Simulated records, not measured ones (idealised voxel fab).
Process module heading - voxel ribs on slabs
We display cut, a cross-section 250 nm in width whose square cells are each 5 nm.
Just so we're on the same page, the cross-sections are grids of square cells, and they're listed out in bands top to bottom, each band one or more rows deep. Heights first: top, then bottom, in nm. Then materials, left to right, each with a width in nm. "throughout" on a single material: fills the band edge to edge. "empty": empty space. Height reference: 0 = level under which incoming wafer is all one material. Lowest band: no bottom, runs on downward, e.g. "0 -> down". The notation "30->40" denotes a width that varies across the rows of cells in the band, beginning at the first number in the top row, finishing at the second number in the bottom row, and changing by an identical amount from each row to the next. Take "nothing altered" at face value: in the step it is given for, the cross-section changed in none of its cells. Enclosed voids (no open way to top), threshold 8 cells or more, entry "Fully sealed voids", notation width x height at distance, distance from left edge, nm. On a step's line, text after the settings is the simulator commenting on that step. A step's line can hold "overlay nm"; with a mask on that step, the setting says how far right of the planned place the mask lay, while a negative setting says it lay to the left.
**Intended process steps**
| 1 | RECEIVE | material Si |
| 2 | DIRECTIONAL_DEP | material SiO2 | thk nm 30 |
| 3 | DIRECTIONAL_DEP | material SiN | thk nm 15 |
| 4 | PATTERN | tone cover | mask id RIB | material resist | width nm 25 | thk nm 15 | overlay nm 0 |
| 5 | DIRECTIONAL_ETCH | etch materials SiN | depth nm 5 |
| 6 | STRIP | etch materials resist |
| 7 | MASKED_ETCH | tone cover | mask id SLAB | width nm 75 | etch materials SiN | depth nm 10 | overlay nm 0 |
| 8 | FILL_DEP | material SiO2 | thk nm 25 |
| 9 | CMP | height nm 60 |
| 10 | DIRECTIONAL_DEP | material TiN | thk nm 10 |
| 11 | DIRECTIONAL_DEP | material aC | thk nm 10 |
| 12 | PATTERN | tone cover | mask id HEATER | material resist | width nm 35 | thk nm 30 | overlay nm 0 |
| 13 | DIRECTIONAL_ETCH | etch materials aC | depth nm 10 |
| 14 | STRIP | etch materials resist |
| 15 | DIRECTIONAL_ETCH | etch materials TiN | depth nm 10 |
| 16 | STRIP | etch materials aC |
| 17 | CONFORMAL_DEP | material SiN | thk nm 5 |
**As-received state of the wafer in cross-section, equivalent to post-step 1**
	0 -> down  Si throughout
	Fully sealed voids: none
**Wafer cross-section at end of module: start and plan as shown above, one execution error**
	75 -> 70  100 nm empty; 45 nm SiN; 105 nm empty
	70 -> 65  100 nm empty; 5 nm SiN; 35 nm TiN; 5 nm SiN; 105 nm empty
	65 -> 60  105 nm SiN; 35 nm TiN; 110 nm SiN
	60 -> 45  SiO2 throughout
	45 -> 40  105 nm SiO2; 35 nm SiN; 110 nm SiO2
	40 -> 30  85 nm SiO2; 75 nm SiN; 90 nm SiO2
	30 -> 0  SiO2 throughout
	0 -> down  Si throughout
	Fully sealed voids: none
What was the processing mistake? contrary to plan, step 4 was performed as PATTERN | tone cover | mask id RIB | material resist | width nm 35 | thk nm 15 | overlay nm 0
